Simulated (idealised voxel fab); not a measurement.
process module | voxel wiring stack
cross-section cut | 275 nm wide | cells 5 nm
A cross-section is a grid of square cells, given in bands from the top down. A band is one or more rows of cells.
Each band's line starts with the height of the band's top and of its bottom, in nm. Then come its materials from left to right, each with its width in nm. One material with "throughout" fills the band from edge to edge. "air" is empty space.
Height 0 is the level under which the wafer as received is all one material. The lowest band goes on downwards, as in "0 down".
A width such as "30 to 40" changes by the same amount from each row of cells to the next, from the band's top row to its bottom row.
"no change" after a step means that no cell of the cross-section changed.
closed voids: empty space of 8 cells or more with no open way to the top, each as width x height at its distance from the left edge, in nm
after a step's settings: what the simulator itself notes on the step
overlay nm, on a step with a mask: how far to the right of its planned place the mask lay; to the left if negative
plan
1 op RECEIVE | material Si
2 op CONFORMAL_DEP | material SiO2 | thk nm 10
3 op CONFORMAL_DEP | material SiN | thk nm 5
4 op DIRECTIONAL_DEP | material SiO2 | thk nm 15
5 op DIRECTIONAL_DEP | material aC | thk nm 10
6 op PATTERN | tone open | mask id METAL_1 | material resist | width nm 20 | pitch nm 40 | thk nm 25 | overlay nm 0
7 op DIRECTIONAL_ETCH | etch materials aC | depth nm 10
8 op STRIP | etch materials resist
9 op DIRECTIONAL_ETCH | etch materials SiO2 | depth nm 15
10 op DIRECTIONAL_ETCH | etch materials SiN | depth nm 5
11 op STRIP | etch materials aC
12 op CONFORMAL_DEP | material TiN | thk nm 5
13 op FILL_DEP | material Cu | thk nm 5
14 op CMP | height nm 30
15 op CONFORMAL_DEP | material SiCN | thk nm 5
16 op DIRECTIONAL_DEP | material SiO2 | thk nm 20
17 op MASKED_ETCH | tone open | mask id PLUG_1 | width nm 15 | pitch nm 40 | etch materials SiO2 | depth nm 20 | overlay nm 0
18 op MASKED_ETCH | tone open | mask id PLUG_1 | width nm 15 | pitch nm 40 | etch materials SiCN | depth nm 5 | overlay nm 0
19 op EPI | material Ru | thk nm 10
20 op EPI | material Ru | thk nm 10
21 op EPI | material Ru | thk nm 5
22 op CONFORMAL_DEP | material SiN | thk nm 5
23 op DIRECTIONAL_DEP | material SiO2 | thk nm 20
24 op DIRECTIONAL_DEP | material aC | thk nm 10
25 op PATTERN | tone open | mask id METAL_2 | material resist | width nm 20 | pitch nm 40 | thk nm 25 | overlay nm 0
26 op DIRECTIONAL_ETCH | etch materials aC | depth nm 10
27 op STRIP | etch materials resist
28 op DIRECTIONAL_ETCH | etch materials SiO2 | depth nm 20
29 op DIRECTIONAL_ETCH | etch materials SiN | depth nm 5
30 op STRIP | etch materials aC
31 op CONFORMAL_DEP | material TiN | thk nm 5
32 op FILL_DEP | material Ru | thk nm 10
33 op CMP | height nm 80
34 op CONFORMAL_DEP | material SiCN | thk nm 5
35 op DIRECTIONAL_DEP | material lowk | thk nm 20
36 op DIRECTIONAL_DEP | material aC | thk nm 15
37 op PATTERN | tone open | mask id PLUG_2 | material resist | width nm 15 | pitch nm 40 | thk nm 30 | overlay nm 0
38 op DIRECTIONAL_ETCH | etch materials aC | depth nm 15
39 op STRIP | etch materials resist
40 op DIRECTIONAL_ETCH | etch materials lowk | depth nm 20
41 op DIRECTIONAL_ETCH | etch materials SiCN | depth nm 5
42 op STRIP | etch materials aC
43 op CONFORMAL_DEP | material TiN | thk nm 5
44 op FILL_DEP | material W | thk nm 10
45 op CMP | height nm 105
46 op DIRECTIONAL_DEP | material TiN | thk nm 5
47 op DIRECTIONAL_DEP | material W | thk nm 15
48 op MASKED_ETCH | tone cover | mask id METAL_3 | width nm 20 | pitch nm 40 | etch materials W | depth nm 15 | overlay nm 0
49 op MASKED_ETCH | tone cover | mask id METAL_3 | width nm 20 | pitch nm 40 | etch materials TiN | depth nm 5 | overlay nm 0
50 op FILL_DEP | material lowk | thk nm 5
51 op CMP | height nm 125
52 op CONFORMAL_DEP | material SiCN | thk nm 5
first wafer, as planned
as received, after step 1
  0 down: Si throughout
  closed voids: none
after step 2
  10 to 0: SiO2 throughout
  below 0: unchanged
after step 3
  15 to 10: SiN throughout
  below 10: unchanged
after step 4
  30 to 15: SiO2 throughout
  below 15: unchanged
after step 5
  40 to 30: aC throughout
  below 30: unchanged
after step 6
  65 to 40: resist 65 | air 20 | resist 20 | air 20 | resist 20 | air 20 | resist 20 | air 20 | resist 70
  below 40: unchanged
after step 7
  55 to 40: resist 65 | air 20 | resist 20 | air 20 | resist 20 | air 20 | resist 20 | air 20 | resist 70
  40 to 30: aC 65 | air 20 | aC 20 | air 20 | aC 20 | air 20 | aC 20 | air 20 | aC 70
  below 30: unchanged
after step 8
  40 to 30: aC 65 | air 20 | aC 20 | air 20 | aC 20 | air 20 | aC 20 | air 20 | aC 70
  below 30: unchanged
after step 9
  40 to 30: aC 65 | air 20 | aC 20 | air 20 | aC 20 | air 20 | aC 20 | air 20 | aC 70
  30 to 15: SiO2 65 | air 20 | SiO2 20 | air 20 | SiO2 20 | air 20 | SiO2 20 | air 20 | SiO2 70
  below 15: unchanged
after step 10
  40 to 30: aC 65 | air 20 | aC 20 | air 20 | aC 20 | air 20 | aC 20 | air 20 | aC 70
  30 to 15: SiO2 65 | air 20 | SiO2 20 | air 20 | SiO2 20 | air 20 | SiO2 20 | air 20 | SiO2 70
  15 to 10: SiN 65 | air 20 | SiN 20 | air 20 | SiN 20 | air 20 | SiN 20 | air 20 | SiN 70
  below 10: unchanged
after step 11
  30 to 15: SiO2 65 | air 20 | SiO2 20 | air 20 | SiO2 20 | air 20 | SiO2 20 | air 20 | SiO2 70
  below 15: unchanged
after step 12
  35 to 30: TiN 70 | air 10 | TiN 30 | air 10 | TiN 30 | air 10 | TiN 30 | air 10 | TiN 75
  30 to 15: SiO2 65 | TiN 5 | air 10 | TiN 5 | SiO2 20 | TiN 5 | air 10 | TiN 5 | SiO2 20 | TiN 5 | air 10 | TiN 5 | SiO2 20 | TiN 5 | air 10 | TiN 5 | SiO2 70
  15 to 10: SiN 65 | TiN 20 | SiN 20 | TiN 20 | SiN 20 | TiN 20 | SiN 20 | TiN 20 | SiN 70
  below 10: unchanged
after step 13
  40 to 35: Cu throughout
  35 to 30: TiN 70 | Cu 10 | TiN 30 | Cu 10 | TiN 30 | Cu 10 | TiN 30 | Cu 10 | TiN 75
  30 to 15: SiO2 65 | TiN 5 | Cu 10 | TiN 5 | SiO2 20 | TiN 5 | Cu 10 | TiN 5 | SiO2 20 | TiN 5 | Cu 10 | TiN 5 | SiO2 20 | TiN 5 | Cu 10 | TiN 5 | SiO2 70
  below 15: unchanged
after step 14
  30 to 15: SiO2 65 | TiN 5 | Cu 10 | TiN 5 | SiO2 20 | TiN 5 | Cu 10 | TiN 5 | SiO2 20 | TiN 5 | Cu 10 | TiN 5 | SiO2 20 | TiN 5 | Cu 10 | TiN 5 | SiO2 70
  below 15: unchanged
after step 15
  35 to 30: SiCN throughout
  below 30: unchanged
after step 16
  55 to 35: SiO2 throughout
  below 35: unchanged
after step 17
  55 to 35: SiO2 65 | air 15 | SiO2 25 | air 15 | SiO2 25 | air 15 | SiO2 25 | air 15 | SiO2 75
  below 35: unchanged
after step 18
  55 to 35: SiO2 65 | air 15 | SiO2 25 | air 15 | SiO2 25 | air 15 | SiO2 25 | air 15 | SiO2 75
  35 to 30: SiCN 65 | air 15 | SiCN 25 | air 15 | SiCN 25 | air 15 | SiCN 25 | air 15 | SiCN 75
  below 30: unchanged
after step 19
  55 to 40: SiO2 65 | air 15 | SiO2 25 | air 15 | SiO2 25 | air 15 | SiO2 25 | air 15 | SiO2 75
  40 to 35: SiO2 65 | Ru 15 | SiO2 25 | Ru 15 | SiO2 25 | Ru 15 | SiO2 25 | Ru 15 | SiO2 75
  35 to 30: SiCN 65 | Ru 15 | SiCN 25 | Ru 15 | SiCN 25 | Ru 15 | SiCN 25 | Ru 15 | SiCN 75
  below 30: unchanged
after step 20
  55 to 50: SiO2 65 | air 15 | SiO2 25 | air 15 | SiO2 25 | air 15 | SiO2 25 | air 15 | SiO2 75
  50 to 35: SiO2 65 | Ru 15 | SiO2 25 | Ru 15 | SiO2 25 | Ru 15 | SiO2 25 | Ru 15 | SiO2 75
  below 35: unchanged
after step 21
  55 to 35: SiO2 65 | Ru 15 | SiO2 25 | Ru 15 | SiO2 25 | Ru 15 | SiO2 25 | Ru 15 | SiO2 75
  below 35: unchanged
after step 22
  60 to 55: SiN throughout
  below 55: unchanged
after step 23
  80 to 60: SiO2 throughout
  below 60: unchanged
after step 24
  90 to 80: aC throughout
  below 80: unchanged
after step 25
  115 to 90: resist 65 | air 20 | resist 20 | air 20 | resist 20 | air 20 | resist 20 | air 20 | resist 70
  below 90: unchanged
after step 26
  105 to 90: resist 65 | air 20 | resist 20 | air 20 | resist 20 | air 20 | resist 20 | air 20 | resist 70
  90 to 80: aC 65 | air 20 | aC 20 | air 20 | aC 20 | air 20 | aC 20 | air 20 | aC 70
  below 80: unchanged
after step 27
  90 to 80: aC 65 | air 20 | aC 20 | air 20 | aC 20 | air 20 | aC 20 | air 20 | aC 70
  below 80: unchanged
after step 28
  90 to 80: aC 65 | air 20 | aC 20 | air 20 | aC 20 | air 20 | aC 20 | air 20 | aC 70
  80 to 60: SiO2 65 | air 20 | SiO2 20 | air 20 | SiO2 20 | air 20 | SiO2 20 | air 20 | SiO2 70
  below 60: unchanged
after step 29
  90 to 80: aC 65 | air 20 | aC 20 | air 20 | aC 20 | air 20 | aC 20 | air 20 | aC 70
  80 to 60: SiO2 65 | air 20 | SiO2 20 | air 20 | SiO2 20 | air 20 | SiO2 20 | air 20 | SiO2 70
  60 to 55: SiN 65 | air 20 | SiN 20 | air 20 | SiN 20 | air 20 | SiN 20 | air 20 | SiN 70
  below 55: unchanged
after step 30
  80 to 60: SiO2 65 | air 20 | SiO2 20 | air 20 | SiO2 20 | air 20 | SiO2 20 | air 20 | SiO2 70
  below 60: unchanged
after step 31
  85 to 80: TiN 70 | air 10 | TiN 30 | air 10 | TiN 30 | air 10 | TiN 30 | air 10 | TiN 75
  80 to 60: SiO2 65 | TiN 5 | air 10 | TiN 5 | SiO2 20 | TiN 5 | air 10 | TiN 5 | SiO2 20 | TiN 5 | air 10 | TiN 5 | SiO2 20 | TiN 5 | air 10 | TiN 5 | SiO2 70
  60 to 55: SiN 65 | TiN 20 | SiN 20 | TiN 20 | SiN 20 | TiN 20 | SiN 20 | TiN 20 | SiN 70
  below 55: unchanged
after step 32
  95 to 85: Ru throughout
  85 to 80: TiN 70 | Ru 10 | TiN 30 | Ru 10 | TiN 30 | Ru 10 | TiN 30 | Ru 10 | TiN 75
  80 to 60: SiO2 65 | TiN 5 | Ru 10 | TiN 5 | SiO2 20 | TiN 5 | Ru 10 | TiN 5 | SiO2 20 | TiN 5 | Ru 10 | TiN 5 | SiO2 20 | TiN 5 | Ru 10 | TiN 5 | SiO2 70
  below 60: unchanged
after step 33
  80 to 60: SiO2 65 | TiN 5 | Ru 10 | TiN 5 | SiO2 20 | TiN 5 | Ru 10 | TiN 5 | SiO2 20 | TiN 5 | Ru 10 | TiN 5 | SiO2 20 | TiN 5 | Ru 10 | TiN 5 | SiO2 70
  below 60: unchanged
after step 34
  85 to 80: SiCN throughout
  below 80: unchanged
after step 35
  105 to 85: lowk throughout
  below 85: unchanged
after step 36
  120 to 105: aC throughout
  below 105: unchanged
after step 37
  150 to 120: resist 65 | air 15 | resist 25 | air 15 | resist 25 | air 15 | resist 25 | air 15 | resist 75
  below 120: unchanged
after step 38
  135 to 120: resist 65 | air 15 | resist 25 | air 15 | resist 25 | air 15 | resist 25 | air 15 | resist 75
  120 to 105: aC 65 | air 15 | aC 25 | air 15 | aC 25 | air 15 | aC 25 | air 15 | aC 75
  below 105: unchanged
after step 39
  120 to 105: aC 65 | air 15 | aC 25 | air 15 | aC 25 | air 15 | aC 25 | air 15 | aC 75
  below 105: unchanged
after step 40
  120 to 105: aC 65 | air 15 | aC 25 | air 15 | aC 25 | air 15 | aC 25 | air 15 | aC 75
  105 to 85: lowk 65 | air 15 | lowk 25 | air 15 | lowk 25 | air 15 | lowk 25 | air 15 | lowk 75
  below 85: unchanged
after step 41
  120 to 105: aC 65 | air 15 | aC 25 | air 15 | aC 25 | air 15 | aC 25 | air 15 | aC 75
  105 to 85: lowk 65 | air 15 | lowk 25 | air 15 | lowk 25 | air 15 | lowk 25 | air 15 | lowk 75
  85 to 80: SiCN 65 | air 15 | SiCN 25 | air 15 | SiCN 25 | air 15 | SiCN 25 | air 15 | SiCN 75
  below 80: unchanged
after step 42
  105 to 85: lowk 65 | air 15 | lowk 25 | air 15 | lowk 25 | air 15 | lowk 25 | air 15 | lowk 75
  below 85: unchanged
after step 43
  110 to 105: TiN 70 | air 5 | TiN 35 | air 5 | TiN 35 | air 5 | TiN 35 | air 5 | TiN 80
  105 to 85: lowk 65 | TiN 5 | air 5 | TiN 5 | lowk 25 | TiN 5 | air 5 | TiN 5 | lowk 25 | TiN 5 | air 5 | TiN 5 | lowk 25 | TiN 5 | air 5 | TiN 5 | lowk 75
  85 to 80: SiCN 65 | TiN 15 | SiCN 25 | TiN 15 | SiCN 25 | TiN 15 | SiCN 25 | TiN 15 | SiCN 75
  below 80: unchanged
after step 44
  120 to 110: W throughout
  110 to 105: TiN 70 | W 5 | TiN 35 | W 5 | TiN 35 | W 5 | TiN 35 | W 5 | TiN 80
  105 to 85: lowk 65 | TiN 5 | W 5 | TiN 5 | lowk 25 | TiN 5 | W 5 | TiN 5 | lowk 25 | TiN 5 | W 5 | TiN 5 | lowk 25 | TiN 5 | W 5 | TiN 5 | lowk 75
  below 85: unchanged
after step 45
  105 to 85: lowk 65 | TiN 5 | W 5 | TiN 5 | lowk 25 | TiN 5 | W 5 | TiN 5 | lowk 25 | TiN 5 | W 5 | TiN 5 | lowk 25 | TiN 5 | W 5 | TiN 5 | lowk 75
  below 85: unchanged
after step 46
  110 to 105: TiN throughout
  below 105: unchanged
after step 47
  125 to 110: W throughout
  below 110: unchanged
after step 48
  125 to 110: air 65 | W 20 | air 20 | W 20 | air 20 | W 20 | air 20 | W 20 | air 70
  below 110: unchanged
after step 49
  125 to 110: air 65 | W 20 | air 20 | W 20 | air 20 | W 20 | air 20 | W 20 | air 70
  110 to 105: air 65 | TiN 20 | air 20 | TiN 20 | air 20 | TiN 20 | air 20 | TiN 20 | air 70
  below 105: unchanged
after step 50
  130 to 125: lowk throughout
  125 to 110: lowk 65 | W 20 | lowk 20 | W 20 | lowk 20 | W 20 | lowk 20 | W 20 | lowk 70
  110 to 105: lowk 65 | TiN 20 | lowk 20 | TiN 20 | lowk 20 | TiN 20 | lowk 20 | TiN 20 | lowk 70
  below 105: unchanged
after step 51
  125 to 110: lowk 65 | W 20 | lowk 20 | W 20 | lowk 20 | W 20 | lowk 20 | W 20 | lowk 70
  below 110: unchanged
after step 52
  130 to 125: SiCN throughout
  below 125: unchanged
second wafer: like start, like plan, one mistake. Through step 47 it matches the first wafer
when step 48 should have ended
  125 to 110: air 70 | W 15 | air 25 | W 15 | air 25 | W 15 | air 25 | W 15 | air 70
  below 110: unchanged
when step 49 should have ended
  125 to 110: air 70 | W 15 | air 25 | W 15 | air 25 | W 15 | air 25 | W 15 | air 70
  110 to 105: air 65 | TiN 20 | air 20 | TiN 20 | air 20 | TiN 20 | air 20 | TiN 20 | air 70
  below 105: unchanged
when step 50 should have ended
  130 to 125: lowk throughout
  125 to 110: lowk 70 | W 15 | lowk 25 | W 15 | lowk 25 | W 15 | lowk 25 | W 15 | lowk 70
  110 to 105: lowk 65 | TiN 20 | lowk 20 | TiN 20 | lowk 20 | TiN 20 | lowk 20 | TiN 20 | lowk 70
  below 105: unchanged
when step 51 should have ended
  125 to 110: lowk 70 | W 15 | lowk 25 | W 15 | lowk 25 | W 15 | lowk 25 | W 15 | lowk 70
  below 110: unchanged
when step 52 should have ended
  130 to 125: SiCN throughout
  below 125: unchanged
what went wrong: step 48 ran as: op MASKED_ETCH | tone cover | mask id METAL_3 | width nm 15 | pitch nm 40 | etch materials W | depth nm 15 | overlay nm 0
at the end the second wafer has, in cells: 12 fewer of W | 12 more of lowk
